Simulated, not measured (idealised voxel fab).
Herein follows the process module entitled voxel lift off.
The cross-section shown here is cut; it is 205 nm wide and divided into square cells measuring 5 nm on a side.
Notation: cross-section as square-cell grid; stated in bands, top first, going down; one or more cell rows per band. The band entry comprises the height of the band's top followed by the height of its bottom, expressed in nm, and subsequently the band's materials from left to right, each stated together with its width in nm. Where a single material is marked with the word "full width", that material fills the band from edge to edge. The word "empty" represents empty space. Heights are measured from 0, the level below which the as-received wafer is all one material; the lowest band has no bottom and continues downward, written as in "0 nm and below". Quick explanation for "30..40": the width changes in equal steps down the rows of cells, from the first number in the band's top row to the second number in its bottom row. Step marked "left unchanged"? Then no cell in the cross-section changed in it. Heads up: "Enclosed void catalog" only lists the empty pockets with no open path to the top that are 8 cells or more, and it writes them as width x height at distance, distance from the left edge, in nm. That trailing text on a step's line, after the settings, is the simulator's own remark on the step. overlay nm: step with mask; distance mask lay right of planned place; negative value = left of planned place.

-- These are the steps we planned for the process
1 RECEIVE | material Si
2 CONFORMAL_DEP | material Al2O3 | thk nm 15
3 PATTERN | tone open | mask id LINES | material resist | width nm 30 | pitch nm 55 | thk nm 25 | overlay nm 0
4 DIRECTIONAL_DEP | material Ru | thk nm 10
5 STRIP | etch materials resist
6 CONFORMAL_DEP | material SiN | thk nm 5

-- The cross-section here shows the wafer as received, i.e. in its state after step 1
    0 nm and below  Si full width
    Enclosed void catalog: none

-- Final cross-section, module run with one mistake (start and plan as above)
    15 nm to 10 nm  empty (55)  SiN (40)  empty (15)  SiN (40)  empty (55)
    10 nm to 5 nm  empty (55)  SiN (5)  Ru (30)  SiN (5)  empty (15)  SiN (5)  Ru (30)  SiN (5)  empty (55)
    5 nm to 0 nm  SiN (60)  Ru (30)  SiN (25)  Ru (30)  SiN (60)
    0 nm and below  Si full width
    Enclosed void catalog: none
What was the processing mistake? step 2 of the plan did not run at all; it was left out
